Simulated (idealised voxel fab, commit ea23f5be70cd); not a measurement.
process module | voxel trench capacitor
cross-section cut | 290 nm wide | cells 5 nm
A cross-section is a grid of square cells, given in bands from the top down. A band is one or more rows of cells.
Each band's line starts with the height of the band's top and of its bottom, in nm. Then come its materials from left to right, each with its width in nm. One material with "throughout" fills the band from edge to edge. "air" is empty space.
Height 0 is the level under which the wafer as received is all one material. The lowest band goes on downwards, as in "0 down".
A width such as "30 to 40" changes by the same amount from each row of cells to the next, from the band's top row to its bottom row.
"no change" after a step means that no cell of the cross-section changed.
closed voids: empty space of 8 cells or more with no open way to the top, each as width x height at its distance from the left edge, in nm
after a step's settings: what the simulator itself notes on the step
overlay nm, on a step with a mask: how far to the right of its planned place the mask lay; to the left if negative
plan
1 op RECEIVE | material Si
2 op CONFORMAL_DEP | material SiN | thk nm 5
3 op DIRECTIONAL_DEP | material aC | thk nm 10
4 op PATTERN | tone open | mask id TRENCH | material resist | width nm 25 | pitch nm 50 | thk nm 25 | overlay nm 0
5 op DIRECTIONAL_ETCH | etch materials aC | depth nm 10
6 op STRIP | etch materials resist
7 op DIRECTIONAL_ETCH | etch materials SiN | depth nm 5
8 op DIRECTIONAL_ETCH | etch materials Si | depth nm 30
9 op STRIP | etch materials aC
10 op CONFORMAL_DEP | material SiO2 | thk nm 5
11 op FILL_DEP | material polySi | thk nm 10
12 op CMP | height nm 5
as received, after step 1
  0 down: Si throughout
  closed voids: none
first wafer at the end, as planned
  5 to 0: SiN 55 | SiO2 5 | polySi 15 | SiO2 5 | SiN 25 | SiO2 5 | polySi 15 | SiO2 5 | SiN 25 | SiO2 5 | polySi 15 | SiO2 5 | SiN 25 | SiO2 5 | polySi 15 | SiO2 5 | SiN 60
  0 to -25: Si 55 | SiO2 5 | polySi 15 | SiO2 5 | Si 25 | SiO2 5 | polySi 15 | SiO2 5 | Si 25 | SiO2 5 | polySi 15 | SiO2 5 | Si 25 | SiO2 5 | polySi 15 | SiO2 5 | Si 60
  -25 to -30: Si 55 | SiO2 25 | Si 25 | SiO2 25 | Si 25 | SiO2 25 | Si 25 | SiO2 25 | Si 60
  -30 down: Si throughout
  closed voids: none
second wafer at the end: like start, like plan, one mistake
  20 to 10: polySi throughout
  10 to 5: SiO2 60 | polySi 15 | SiO2 35 | polySi 15 | SiO2 35 | polySi 15 | SiO2 35 | polySi 15 | SiO2 65
  5 to 0: SiN 55 | SiO2 5 | polySi 15 | SiO2 5 | SiN 25 | SiO2 5 | polySi 15 | SiO2 5 | SiN 25 | SiO2 5 | polySi 15 | SiO2 5 | SiN 25 | SiO2 5 | polySi 15 | SiO2 5 | SiN 60
  0 to -25: Si 55 | SiO2 5 | polySi 15 | SiO2 5 | Si 25 | SiO2 5 | polySi 15 | SiO2 5 | Si 25 | SiO2 5 | polySi 15 | SiO2 5 | Si 25 | SiO2 5 | polySi 15 | SiO2 5 | Si 60
  -25 to -30: Si 55 | SiO2 25 | Si 25 | SiO2 25 | Si 25 | SiO2 25 | Si 25 | SiO2 25 | Si 60
  -30 down: Si throughout
  closed voids: none
what went wrong: step 12 was left out
at the end the second wafer has, in cells: 46 more of SiO2 | 128 more of polySi
